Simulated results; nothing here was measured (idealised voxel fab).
The following process module bears the name voxel capacitor over wiring.
The cross-section shown here is cut; it is 300 nm wide and divided into square cells measuring 5 nm on a side.
Format of a cross-section: grid, square cells. Given as bands. Order: top down. Band: one or more rows of cells. Top height, bottom height, nm. Materials left to right, width each, nm. Single material + "edge to edge" = fills band edge to edge. "air" = empty. Height is counted from the level 0, under which the received wafer is composed throughout of one material. The lowest of the bands is not closed at the bottom but continues downward, in the notation "0 -> down". It should be noted that a width expressed as "30->40" varies in equal increments from row to row of cells within the band, taking the value of the first number at the top row and that of the second number at the bottom row. The designation "left unchanged", where it is given for a processing step, indicates that no cell of the cross-section was altered in the course of that step. Enclosed voids (no open way to top), threshold 8 cells or more, entry "Closed void entries", notation width x height at distance, distance from left edge, nm. Anything after a step's settings on that line? It's the simulator's own note about the step. overlay nm: how far to the right of its planned place the mask lay on this masked step (negative: to the left).
[Planned process steps]
- 1: RECEIVE, material Si
- 2: CONFORMAL_DEP, material SiO2, thk nm 10
- 3: DIRECTIONAL_DEP, material TiN, thk nm 5
- 4: DIRECTIONAL_DEP, material W, thk nm 20
- 5: DIRECTIONAL_DEP, material aC, thk nm 15
- 6: PATTERN, tone cover, mask id METAL_1, material resist, width nm 30, pitch nm 95, thk nm 35, overlay nm 0
- 7: DIRECTIONAL_ETCH, etch materials aC, depth nm 15
- 8: STRIP, etch materials resist
- 9: DIRECTIONAL_ETCH, etch materials W, depth nm 20
- 10: DIRECTIONAL_ETCH, etch materials TiN, depth nm 5
- 11: STRIP, etch materials aC
- 12: FILL_DEP, material SiO2, thk nm 5
- 13: CMP, height nm 35
- 14: CONFORMAL_DEP, material SiCN, thk nm 5
- 15: DIRECTIONAL_DEP, material lowk, thk nm 20
- 16: PATTERN, tone open, mask id PLUG_1, material resist, width nm 15, thk nm 20, overlay nm 0
- 17: DIRECTIONAL_ETCH, etch materials lowk, depth nm 20
- 18: DIRECTIONAL_ETCH, etch materials SiCN, depth nm 5
- 19: STRIP, etch materials resist
- 20: CONFORMAL_DEP, material TiN, thk nm 5
- 21: FILL_DEP, material Cu, thk nm 5
- 22: CMP, height nm 60
- 23: DIRECTIONAL_DEP, material TiN, thk nm 10
- 24: DIRECTIONAL_DEP, material HfO2, thk nm 5
- 25: DIRECTIONAL_DEP, material TiN, thk nm 5
- 26: PATTERN, tone cover, mask id UPPER_PLATE, material resist, width nm 70, thk nm 20, overlay nm 0
- 27: DIRECTIONAL_ETCH, etch materials TiN, depth nm 5
- 28: DIRECTIONAL_ETCH, etch materials HfO2, depth nm 5
- 29: STRIP, etch materials resist
- 30: DIRECTIONAL_DEP, material aC, thk nm 15
- 31: PATTERN, tone cover, mask id LOWER_PLATE, material resist, width nm 80, thk nm 30, overlay nm 0
- 32: DIRECTIONAL_ETCH, etch materials aC, depth nm 15
- 33: STRIP, etch materials resist
- 34: DIRECTIONAL_ETCH, etch materials TiN, depth nm 10
- 35: STRIP, etch materials aC
- 36: FILL_DEP, material SiO2, thk nm 15
- 37: CMP, height nm 90
- 38: MASKED_ETCH, tone open, mask id PLUG_2, width nm 15, etch materials SiO2, depth nm 10, overlay nm 0
- 39: CONFORMAL_DEP, material TiN, thk nm 5
- 40: FILL_DEP, material Ru, thk nm 10
- 41: CMP, height nm 90
- 42: CONFORMAL_DEP, material SiN, thk nm 5
Among the wafers covered here, the point of difference is the thk nm at step 24; their starting state is shared, and the plan presents the value of the first wafer.
[So this is the first of several wafers, cross-sectioned as it came to us, meaning it's at the end of step 1]
	0 -> down | Si edge to edge
	Closed void entries: none
[After the module's final step, step 42: the first of several wafers in cross-section]
	95 -> 90 | SiN edge to edge
	90 -> 85 | SiO2 110 nm, TiN 5 nm, Ru 5 nm, TiN 5 nm, SiO2 175 nm
	85 -> 75 | SiO2 110->100 nm, TiN 15->70 nm, SiO2 175->130 nm
	75 -> 70 | SiO2 100 nm, HfO2 70 nm, SiO2 130 nm
	70 -> 60 | SiO2 95 nm, TiN 80 nm, SiO2 125 nm
	60 -> 40 | lowk 100 nm, TiN 5 nm, Cu 5 nm, TiN 5 nm, lowk 185 nm
	40 -> 35 | SiCN 100 nm, TiN 15 nm, SiCN 185 nm
	35 -> 15 | SiO2 85 nm, W 30 nm, SiO2 65 nm, W 30 nm, SiO2 90 nm
	15 -> 10 | SiO2 85 nm, TiN 30 nm, SiO2 65 nm, TiN 30 nm, SiO2 90 nm
	10 -> 0 | SiO2 edge to edge
	0 -> down | Si edge to edge
	Closed void entries: none
[Last wafer of the set, cross-sectioned at end of module]
	95 -> 90 | SiN edge to edge
	90 -> 85 | SiO2 100 nm, HfO2 70 nm, SiO2 130 nm
	85 -> 70 | HfO2 edge to edge
	70 -> 60 | TiN edge to edge
	60 -> 40 | lowk 100 nm, TiN 5 nm, Cu 5 nm, TiN 5 nm, lowk 185 nm
	40 -> 35 | SiCN 100 nm, TiN 15 nm, SiCN 185 nm
	35 -> 15 | SiO2 85 nm, W 30 nm, SiO2 65 nm, W 30 nm, SiO2 90 nm
	15 -> 10 | SiO2 85 nm, TiN 30 nm, SiO2 65 nm, TiN 30 nm, SiO2 90 nm
	10 -> 0 | SiO2 edge to edge
	0 -> down | Si edge to edge
	Closed void entries: none
[wafer rows; end of module; cells per material since receipt: (+) gained, (-) lost; then closed voids]
thk nm 5, +4 Cu, +14 HfO2, +1 Ru, +57 SiCN, +60 SiN, +654 SiO2, +74 TiN, +48 W, +228 lowk, Closed void entries: none
thk nm 10, +4 Cu, +74 HfO2, +57 SiCN, +60 SiN, +509 SiO2, +160 TiN, +48 W, +228 lowk, Closed void entries: none
thk nm 15, +4 Cu, +134 HfO2, +57 SiCN, +60 SiN, +452 SiO2, +157 TiN, +48 W, +228 lowk, Closed void entries: none
thk nm 20, +4 Cu, +194 HfO2, +57 SiCN, +60 SiN, +406 SiO2, +143 TiN, +48 W, +228 lowk, Closed void entries: none
